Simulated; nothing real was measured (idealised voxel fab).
process module | voxel self aligned vias
cross-section cut | 280 nm wide | cells 5 nm
A cross-section is a grid of square cells, given in bands from the top down. A band is one or more rows of cells.
Each band's line starts with the height of the band's top and of its bottom, in nm. Then come its materials from left to right, each with its width in nm. One material with "throughout" fills the band from edge to edge. "air" is empty space.
Height 0 is the level under which the wafer as received is all one material. The lowest band goes on downwards, as in "0 down".
A width such as "30 to 40" changes by the same amount from each row of cells to the next, from the band's top row to its bottom row.
"no change" after a step means that no cell of the cross-section changed.
closed voids: empty space of 8 cells or more with no open way to the top, each as width x height at its distance from the left edge, in nm
after a step's settings: what the simulator itself notes on the step
overlay nm, on a step with a mask: how far to the right of its planned place the mask lay; to the left if negative
plan
1 op RECEIVE | material Si
2 op CONFORMAL_DEP | material SiO2 | thk nm 10
3 op CONFORMAL_DEP | material SiCN | thk nm 5
4 op DIRECTIONAL_DEP | material SiO2 | thk nm 30
5 op MASKED_ETCH | tone open | mask id LINES | width nm 25 | pitch nm 75 | etch materials SiO2 | depth nm 30 | overlay nm 0
6 op CONFORMAL_DEP | material TiN | thk nm 5
7 op FILL_DEP | material W | thk nm 10
8 op CMP | height nm 45
9 op SELECTIVE_ETCH | etch materials W Ru TiN | depth nm 5
10 op FILL_DEP | material SiN | thk nm 10
11 op CMP | height nm 45
12 op DIRECTIONAL_DEP | material SiO2 | thk nm 15
13 op PATTERN | tone open | mask id VIAS | material resist | width nm 45 | thk nm 20 | overlay nm 0
14 op DIRECTIONAL_ETCH | etch materials SiO2 | depth nm 5
15 op DIRECTIONAL_ETCH | etch materials SiN | depth nm 5
16 op STRIP | etch materials resist
17 op CONFORMAL_DEP | material TiN | thk nm 5
18 op FILL_DEP | material Cu | thk nm 10
19 op CMP | height nm 60
20 op CONFORMAL_DEP | material SiCN | thk nm 5
varied across the wafers: depth nm of step 14. The plan shows the first wafer's value. All wafers start alike
first wafer as received, after step 1
  0 down: Si throughout
  closed voids: none
each wafer at the end: cells of each material gained (+) or lost (-) since it was received, then its closed voids
depth nm 5 | +112 SiCN | +10 SiN | +547 SiO2 | +35 TiN | +24 W | closed voids: none
depth nm 10 | +7 Cu | +112 SiCN | +10 SiN | +538 SiO2 | +37 TiN | +24 W | closed voids: none
depth nm 15 | +17 Cu | +112 SiCN | +5 SiN | +529 SiO2 | +41 TiN | +24 W | closed voids: none
depth nm 20 | +21 Cu | +112 SiCN | +5 SiN | +525 SiO2 | +41 TiN | +24 W | closed voids: none
depth nm 25 | +21 Cu | +112 SiCN | +5 SiN | +521 SiO2 | +45 TiN | +24 W | closed voids: none
depth nm 30 | +21 Cu | +112 SiCN | +5 SiN | +517 SiO2 | +49 TiN | +24 W | closed voids: none
